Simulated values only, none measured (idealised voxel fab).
Documented hereafter: the process module known as voxel self aligned contacts.
Shown is cross-section cut, with a width of 230 nm and square cells of size 5 nm.
Cross-section, as written here: a square-cell grid given band by band from the top down, where a band holds one or more rows of cells. The entry gives the band's vertical extent as a top height and a bottom height in nm, then its horizontal make-up as materials from left to right, each with a width in nm. "empty" stands for empty space; a single material marked "edge to edge" fills the band edge to edge. Note: height 0 marks the level under which the wafer is uniformly one material as received. Lowest band unbounded below, written "0 -> down". Graded width ("30->40"): value in top row of band = first number; value in bottom row = second number; row-to-row change constant. "remains unaltered", as given for a step, is the statement that not any cell of the cross-section underwent a change during that step. So "Fully sealed cavities" is basically the list of trapped voids: any empty space of 8 cells or more that can't reach the top through an opening. They're written width x height at distance, the distance being from the left edge, and it's all nm. The remark found on a step's line after its settings is issued by the simulator itself and pertains to that step. On any step carrying a mask, the "overlay nm" setting, if present on the step's line, tells how far right of its planned place the mask lay; negative values point to the left.
List of planned process steps
1: RECEIVE with material Si
2: CONFORMAL_DEP with material SiO2, thk nm 5
3: DIRECTIONAL_DEP with material polySi, thk nm 30
4: DIRECTIONAL_DEP with material SiN, thk nm 15
5: DIRECTIONAL_DEP with material aC, thk nm 15
6: PATTERN with tone cover, mask id GATE, material resist, width nm 25, pitch nm 55, thk nm 35, overlay nm 0
7: DIRECTIONAL_ETCH with etch materials aC, depth nm 15
8: STRIP with etch materials resist
9: DIRECTIONAL_ETCH with etch materials SiN, depth nm 15
10: DIRECTIONAL_ETCH with etch materials polySi, depth nm 30
11: STRIP with etch materials aC
12: CONFORMAL_DEP with material SiN, thk nm 5
13: DIRECTIONAL_ETCH with etch materials SiN, depth nm 5
14: FILL_DEP with material SiO2, thk nm 20
15: CMP with height nm 60
16: DIRECTIONAL_DEP with material aC, thk nm 10
17: PATTERN with tone open, mask id CONTACT, material resist, width nm 40, thk nm 30, overlay nm 0
18: DIRECTIONAL_ETCH with etch materials aC, depth nm 10
19: STRIP with etch materials resist
20: DIRECTIONAL_ETCH with etch materials SiO2, depth nm 60
21: STRIP with etch materials aC
22: CONFORMAL_DEP with material TiN, thk nm 5
23: FILL_DEP with material W, thk nm 10
24: CMP with height nm 60
25: CONFORMAL_DEP with material SiN, thk nm 5
As received (post step 1): cross-section
> 0 -> down: Si edge to edge
> Fully sealed cavities: none
Cross-section, first of two wafers, end of module, run as planned
> 65 -> 60: SiN edge to edge
> 60 -> 50: 95 SiO2, then 5->15 TiN, then 30->10 W, then 5->15 TiN, then 95 SiO2
> 50 -> 35: 70 SiO2, then 35 SiN, then 5 TiN, then 10 W, then 5 TiN, then 35 SiN, then 70 SiO2
> 35 -> 5: 70 SiO2, then 5 SiN, then 25 polySi, then 5 SiN, then 5 TiN, then 10 W, then 5 TiN, then 5 SiN, then 25 polySi, then 5 SiN, then 70 SiO2
> 5 -> 0: 105 SiO2, then 20 TiN, then 105 SiO2
> 0 -> down: Si edge to edge
> Fully sealed cavities: none
Second wafer of the two, sectioned at the end of the module. It began like the first and followed the same plan, but one mistake was made while running it
> 65 -> 60: SiN edge to edge
> 60 -> 50: 95 SiO2, then 5->15 TiN, then 30->10 W, then 5->15 TiN, then 95 SiO2
> 50 -> 35: 70 SiO2, then 35 SiN, then 5 TiN, then 10 W, then 5 TiN, then 35 SiN, then 70 SiO2
> 35 -> 30: 105 SiO2, then 20 TiN, then 105 SiO2
> 30 -> 0: polySi edge to edge
> 0 -> down: Si edge to edge
> Fully sealed cavities: none
Which mistake was made when the wafer was run? steps 2 and 3 got flipped, so each one ran where the other should have
Looking at both finished wafers in cells, the second ends up ahead of or behind the first on some materials: 24 fewer of SiN, 168 fewer of SiO2, 12 fewer of TiN, 12 fewer of W, 216 more of polySi
